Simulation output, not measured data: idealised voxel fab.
process module | voxel wiring stack
cross-section cut | 295 nm wide | cells 5 nm
A cross-section is a grid of square cells, given in bands from the top down. A band is one or more rows of cells.
Each band's line starts with the height of the band's top and of its bottom, in nm. Then come its materials from left to right, each with its width in nm. One material with "throughout" fills the band from edge to edge. "air" is empty space.
Height 0 is the level under which the wafer as received is all one material. The lowest band goes on downwards, as in "0 down".
A width such as "30 to 40" changes by the same amount from each row of cells to the next, from the band's top row to its bottom row.
"no change" after a step means that no cell of the cross-section changed.
closed voids: empty space of 8 cells or more with no open way to the top, each as width x height at its distance from the left edge, in nm
after a step's settings: what the simulator itself notes on the step
overlay nm, on a step with a mask: how far to the right of its planned place the mask lay; to the left if negative
plan
1 op RECEIVE | material Si
2 op CONFORMAL_DEP | material SiO2 | thk nm 10
3 op DIRECTIONAL_DEP | material TiN | thk nm 5
4 op DIRECTIONAL_DEP | material Ru | thk nm 25
5 op MASKED_ETCH | tone cover | mask id METAL_1 | width nm 30 | pitch nm 55 | etch materials Ru | depth nm 25 | overlay nm 0
6 op MASKED_ETCH | tone cover | mask id METAL_1 | width nm 30 | pitch nm 55 | etch materials TiN | depth nm 5 | overlay nm 0
7 op FILL_DEP | material SiO2 | thk nm 10
8 op CMP | height nm 40
9 op CONFORMAL_DEP | material SiCN | thk nm 5
10 op DIRECTIONAL_DEP | material lowk | thk nm 20
11 op PATTERN | tone open | mask id PLUG_1 | material resist | width nm 15 | pitch nm 110 | thk nm 20 | overlay nm 0
12 op DIRECTIONAL_ETCH | etch materials lowk | depth nm 20
13 op DIRECTIONAL_ETCH | etch materials SiCN | depth nm 5
14 op STRIP | etch materials resist
15 op EPI | material Ru | thk nm 10
16 op EPI | material Ru | thk nm 10
17 op EPI | material Ru | thk nm 5
18 op DIRECTIONAL_DEP | material TiN | thk nm 5
19 op DIRECTIONAL_DEP | material W | thk nm 20
20 op DIRECTIONAL_DEP | material aC | thk nm 15
21 op PATTERN | tone cover | mask id METAL_2 | material resist | width nm 30 | pitch nm 55 | thk nm 35 | overlay nm 0
22 op DIRECTIONAL_ETCH | etch materials aC | depth nm 15
23 op STRIP | etch materials resist
24 op DIRECTIONAL_ETCH | etch materials W | depth nm 20
25 op DIRECTIONAL_ETCH | etch materials TiN | depth nm 5
26 op STRIP | etch materials aC
27 op FILL_DEP | material SiO2 | thk nm 5
28 op CMP | height nm 90
29 op CONFORMAL_DEP | material SiCN | thk nm 5
first wafer, as planned
as received, after step 1
  0 down: Si throughout
  closed voids: none
after step 2
  10 to 0: SiO2 throughout
  below 0: unchanged
after step 3
  15 to 10: TiN throughout
  below 10: unchanged
after step 4
  40 to 15: Ru throughout
  below 15: unchanged
after step 5
  40 to 15: air 75 | Ru 30 | air 25 | Ru 30 | air 25 | Ru 30 | air 80
  below 15: unchanged
after step 6
  40 to 15: air 75 | Ru 30 | air 25 | Ru 30 | air 25 | Ru 30 | air 80
  15 to 10: air 75 | TiN 30 | air 25 | TiN 30 | air 25 | TiN 30 | air 80
  below 10: unchanged
after step 7
  50 to 40: SiO2 throughout
  40 to 15: SiO2 75 | Ru 30 | SiO2 25 | Ru 30 | SiO2 25 | Ru 30 | SiO2 80
  15 to 10: SiO2 75 | TiN 30 | SiO2 25 | TiN 30 | SiO2 25 | TiN 30 | SiO2 80
  below 10: unchanged
after step 8
  40 to 15: SiO2 75 | Ru 30 | SiO2 25 | Ru 30 | SiO2 25 | Ru 30 | SiO2 80
  below 15: unchanged
after step 9
  45 to 40: SiCN throughout
  below 40: unchanged
after step 10
  65 to 45: lowk throughout
  below 45: unchanged
after step 11
  85 to 65: resist 75 | air 15 | resist 95 | air 15 | resist 95
  below 65: unchanged
after step 12
  85 to 65: resist 75 | air 15 | resist 95 | air 15 | resist 95
  65 to 45: lowk 75 | air 15 | lowk 95 | air 15 | lowk 95
  below 45: unchanged
after step 13
  85 to 65: resist 75 | air 15 | resist 95 | air 15 | resist 95
  65 to 45: lowk 75 | air 15 | lowk 95 | air 15 | lowk 95
  45 to 40: SiCN 75 | air 15 | SiCN 95 | air 15 | SiCN 95
  below 40: unchanged
after step 14
  65 to 45: lowk 75 | air 15 | lowk 95 | air 15 | lowk 95
  below 45: unchanged
after step 15
  65 to 50: lowk 75 | air 15 | lowk 95 | air 15 | lowk 95
  50 to 45: lowk 75 | Ru 15 | lowk 95 | Ru 15 | lowk 95
  45 to 40: SiCN 75 | Ru 15 | SiCN 95 | Ru 15 | SiCN 95
  below 40: unchanged
after step 16
  65 to 60: lowk 75 | air 15 | lowk 95 | air 15 | lowk 95
  60 to 45: lowk 75 | Ru 15 | lowk 95 | Ru 15 | lowk 95
  below 45: unchanged
after step 17
  65 to 45: lowk 75 | Ru 15 | lowk 95 | Ru 15 | lowk 95
  below 45: unchanged
after step 18
  70 to 65: TiN throughout
  below 65: unchanged
after step 19
  90 to 70: W throughout
  below 70: unchanged
after step 20
  105 to 90: aC throughout
  below 90: unchanged
after step 21
  140 to 105: air 75 | resist 30 | air 25 | resist 30 | air 25 | resist 30 | air 80
  below 105: unchanged
after step 22
  125 to 105: air 75 | resist 30 | air 25 | resist 30 | air 25 | resist 30 | air 80
  105 to 90: air 75 | aC 30 | air 25 | aC 30 | air 25 | aC 30 | air 80
  below 90: unchanged
after step 23
  105 to 90: air 75 | aC 30 | air 25 | aC 30 | air 25 | aC 30 | air 80
  below 90: unchanged
after step 24
  105 to 90: air 75 | aC 30 | air 25 | aC 30 | air 25 | aC 30 | air 80
  90 to 70: air 75 | W 30 | air 25 | W 30 | air 25 | W 30 | air 80
  below 70: unchanged
after step 25
  105 to 90: air 75 | aC 30 | air 25 | aC 30 | air 25 | aC 30 | air 80
  90 to 70: air 75 | W 30 | air 25 | W 30 | air 25 | W 30 | air 80
  70 to 65: air 75 | TiN 30 | air 25 | TiN 30 | air 25 | TiN 30 | air 80
  below 65: unchanged
after step 26
  90 to 70: air 75 | W 30 | air 25 | W 30 | air 25 | W 30 | air 80
  below 70: unchanged
after step 27
  95 to 90: SiO2 throughout
  90 to 70: SiO2 75 | W 30 | SiO2 25 | W 30 | SiO2 25 | W 30 | SiO2 80
  70 to 65: SiO2 75 | TiN 30 | SiO2 25 | TiN 30 | SiO2 25 | TiN 30 | SiO2 80
  below 65: unchanged
after step 28
  90 to 70: SiO2 75 | W 30 | SiO2 25 | W 30 | SiO2 25 | W 30 | SiO2 80
  below 70: unchanged
after step 29
  95 to 90: SiCN throughout
  below 90: unchanged
second wafer: like start, like plan, one mistake. Through step 4 it matches the first wafer
when step 5 should have ended
  40 to 15: air 70 | Ru 40 | air 15 | Ru 40 | air 15 | Ru 40 | air 75
  below 15: unchanged
when step 6 should have ended
  40 to 15: air 70 | Ru 40 | air 15 | Ru 40 | air 15 | Ru 40 | air 75
  15 to 10: air 70 | TiN 40 | air 15 | TiN 40 | air 15 | TiN 40 | air 75
  below 10: unchanged
when step 7 should have ended
  50 to 40: SiO2 throughout
  40 to 15: SiO2 70 | Ru 40 | SiO2 15 | Ru 40 | SiO2 15 | Ru 40 | SiO2 75
  15 to 10: SiO2 70 | TiN 40 | SiO2 15 | TiN 40 | SiO2 15 | TiN 40 | SiO2 75
  below 10: unchanged
when step 8 should have ended
  40 to 15: SiO2 70 | Ru 40 | SiO2 15 | Ru 40 | SiO2 15 | Ru 40 | SiO2 75
  below 15: unchanged
when step 9 should have ended
  45 to 40: SiCN throughout
  below 40: unchanged
when step 10 should have ended
  65 to 45: lowk throughout
  below 45: unchanged
when step 11 should have ended
  85 to 65: resist 75 | air 15 | resist 95 | air 15 | resist 95
  below 65: unchanged
when step 12 should have ended
  85 to 65: resist 75 | air 15 | resist 95 | air 15 | resist 95
  65 to 45: lowk 75 | air 15 | lowk 95 | air 15 | lowk 95
  below 45: unchanged
when step 13 should have ended
  85 to 65: resist 75 | air 15 | resist 95 | air 15 | resist 95
  65 to 45: lowk 75 | air 15 | lowk 95 | air 15 | lowk 95
  45 to 40: SiCN 75 | air 15 | SiCN 95 | air 15 | SiCN 95
  below 40: unchanged
when step 14 should have ended
  65 to 45: lowk 75 | air 15 | lowk 95 | air 15 | lowk 95
  below 45: unchanged
when step 15 should have ended
  65 to 50: lowk 75 | air 15 | lowk 95 | air 15 | lowk 95
  50 to 45: lowk 75 | Ru 15 | lowk 95 | Ru 15 | lowk 95
  45 to 40: SiCN 75 | Ru 15 | SiCN 95 | Ru 15 | SiCN 95
  below 40: unchanged
when step 16 should have ended
  65 to 60: lowk 75 | air 15 | lowk 95 | air 15 | lowk 95
  60 to 45: lowk 75 | Ru 15 | lowk 95 | Ru 15 | lowk 95
  below 45: unchanged
when step 17 should have ended
  65 to 45: lowk 75 | Ru 15 | lowk 95 | Ru 15 | lowk 95
  below 45: unchanged
when step 18 should have ended
  70 to 65: TiN throughout
  below 65: unchanged
when step 19 should have ended
  90 to 70: W throughout
  below 70: unchanged
when step 20 should have ended
  105 to 90: aC throughout
  below 90: unchanged
when step 21 should have ended
  140 to 105: air 75 | resist 30 | air 25 | resist 30 | air 25 | resist 30 | air 80
  below 105: unchanged
when step 22 should have ended
  125 to 105: air 75 | resist 30 | air 25 | resist 30 | air 25 | resist 30 | air 80
  105 to 90: air 75 | aC 30 | air 25 | aC 30 | air 25 | aC 30 | air 80
  below 90: unchanged
when step 23 should have ended
  105 to 90: air 75 | aC 30 | air 25 | aC 30 | air 25 | aC 30 | air 80
  below 90: unchanged
when step 24 should have ended
  105 to 90: air 75 | aC 30 | air 25 | aC 30 | air 25 | aC 30 | air 80
  90 to 70: air 75 | W 30 | air 25 | W 30 | air 25 | W 30 | air 80
  below 70: unchanged
when step 25 should have ended
  105 to 90: air 75 | aC 30 | air 25 | aC 30 | air 25 | aC 30 | air 80
  90 to 70: air 75 | W 30 | air 25 | W 30 | air 25 | W 30 | air 80
  70 to 65: air 75 | TiN 30 | air 25 | TiN 30 | air 25 | TiN 30 | air 80
  below 65: unchanged
when step 26 should have ended
  90 to 70: air 75 | W 30 | air 25 | W 30 | air 25 | W 30 | air 80
  below 70: unchanged
when step 27 should have ended
  95 to 90: SiO2 throughout
  90 to 70: SiO2 75 | W 30 | SiO2 25 | W 30 | SiO2 25 | W 30 | SiO2 80
  70 to 65: SiO2 75 | TiN 30 | SiO2 25 | TiN 30 | SiO2 25 | TiN 30 | SiO2 80
  below 65: unchanged
when step 28 should have ended
  90 to 70: SiO2 75 | W 30 | SiO2 25 | W 30 | SiO2 25 | W 30 | SiO2 80
  below 70: unchanged
when step 29 should have ended
  95 to 90: SiCN throughout
  below 90: unchanged
what went wrong: step 5 ran as: op MASKED_ETCH | tone cover | mask id METAL_1 | width nm 40 | pitch nm 55 | etch materials Ru | depth nm 25 | overlay nm 0
at the end the second wafer has, in cells: 30 more of Ru | 36 fewer of SiO2 | 6 more of TiN
